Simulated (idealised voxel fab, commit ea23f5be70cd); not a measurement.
Name of the process module below: voxel self aligned contacts
Displayed cross-section: cut, width of 160 nm, square cells sized 5 nm.
When this document writes out a cross-section, it uses a grid of square cells and lists it as bands, beginning at the top and moving down, with a band standing for one or more rows of cells. First you get the band's top height and its bottom height, in nm, and then the materials it's made of, left to right, with each width in nm. If you see a single material with "all across", that one covers the band edge to edge. "blank" is empty space. Convention: height 0 is the level below which the wafer, as received, is all one material. The lowest band does not terminate at the bottom but continues downward, represented as "from 0 down". The two numbers in a width such as "30 to 40" mark its ends across the band: the first belongs to the top row of cells, the second to the bottom row, and from each row to the next the width moves by the same amount. "nothing different" after a step means that no cell of the cross-section changed. "Sealed void listing" specifies each empty space that is not open to the top and that occupies no fewer than 8 cells, using the form width x height at distance, the distance measured from the left edge and all three quantities in nm. It should be noted that, on the line of a given step, the content following the step's settings is a remark produced by the simulator itself with respect to that step. overlay nm: where the mask lay relative to plan, measured to the right, on steps with a mask; negatives go left.
Process steps (planned)
1. RECEIVE (material Si)
2. CONFORMAL_DEP (material SiO2; thk nm 5)
3. DIRECTIONAL_DEP (material polySi; thk nm 20)
4. DIRECTIONAL_DEP (material SiN; thk nm 25)
5. MASKED_ETCH (tone cover; mask id GATE; width nm 25; pitch nm 60; etch materials SiN; depth nm 25; overlay nm 0)
6. MASKED_ETCH (tone cover; mask id GATE; width nm 25; pitch nm 60; etch materials polySi; depth nm 20; overlay nm 0)
7. CONFORMAL_DEP (material SiN; thk nm 10)
8. DIRECTIONAL_ETCH (etch materials SiN; depth nm 10)
9. FILL_DEP (material SiO2; thk nm 20)
10. CMP (height nm 60)
11. MASKED_ETCH (tone open; mask id CONTACT; width nm 45; etch materials SiO2; depth nm 60; overlay nm 0)
12. CONFORMAL_DEP (material TiN; thk nm 5)
13. FILL_DEP (material Ru; thk nm 10)
14. CMP (height nm 60)
15. CONFORMAL_DEP (material SiCN; thk nm 5)
Incoming wafer, cross-sectional view, post step 1
> from 0 down = Si all across
> Sealed void listing: none
First of two wafers at the end of the module, shown in cross-section; run carried out as planned
> from 65 to 60 = SiCN all across
> from 60 to 50 = SiO2 55 nm, TiN 5 to 20 nm, Ru 35 to 5 nm, TiN 5 to 20 nm, SiO2 60 nm
> from 50 to 25 = SiO2 25 nm, SiN 45 nm, TiN 5 nm, Ru 5 nm, TiN 5 nm, SiN 45 nm, SiO2 30 nm
> from 25 to 5 = SiO2 25 nm, SiN 10 nm, polySi 25 nm, SiN 10 nm, TiN 5 nm, Ru 5 nm, TiN 5 nm, SiN 10 nm, polySi 25 nm, SiN 10 nm, SiO2 30 nm
> from 5 to 0 = SiO2 70 nm, TiN 15 nm, SiO2 75 nm
> from 0 down = Si all across
> Sealed void listing: none
Now the second wafer, cross-sectioned at the end of the module. Nothing different at the start, nothing different in the plan compared with the first, just one mistake when it was actually run
> from 65 to 60 = SiCN all across
> from 60 to 50 = SiO2 55 nm, TiN 5 to 20 nm, Ru 35 to 5 nm, TiN 5 to 20 nm, SiO2 60 nm
> from 50 to 25 = SiO2 25 nm, SiN 45 nm, TiN 5 nm, Ru 5 nm, TiN 5 nm, SiN 45 nm, SiO2 30 nm
> from 25 to 20 = SiO2 70 nm, TiN 15 nm, SiO2 75 nm
> from 20 to 0 = polySi all across
> from 0 down = Si all across
> Sealed void listing: none
Here's what went sideways: transposition of steps 2 and 3 relative to the planned sequence
Count the cells at the end and the second wafer has more or fewer of some materials than the first: Ru: 4 fewer; SiN: 32 fewer; SiO2: 44 fewer; TiN: 8 fewer; polySi: 88 more
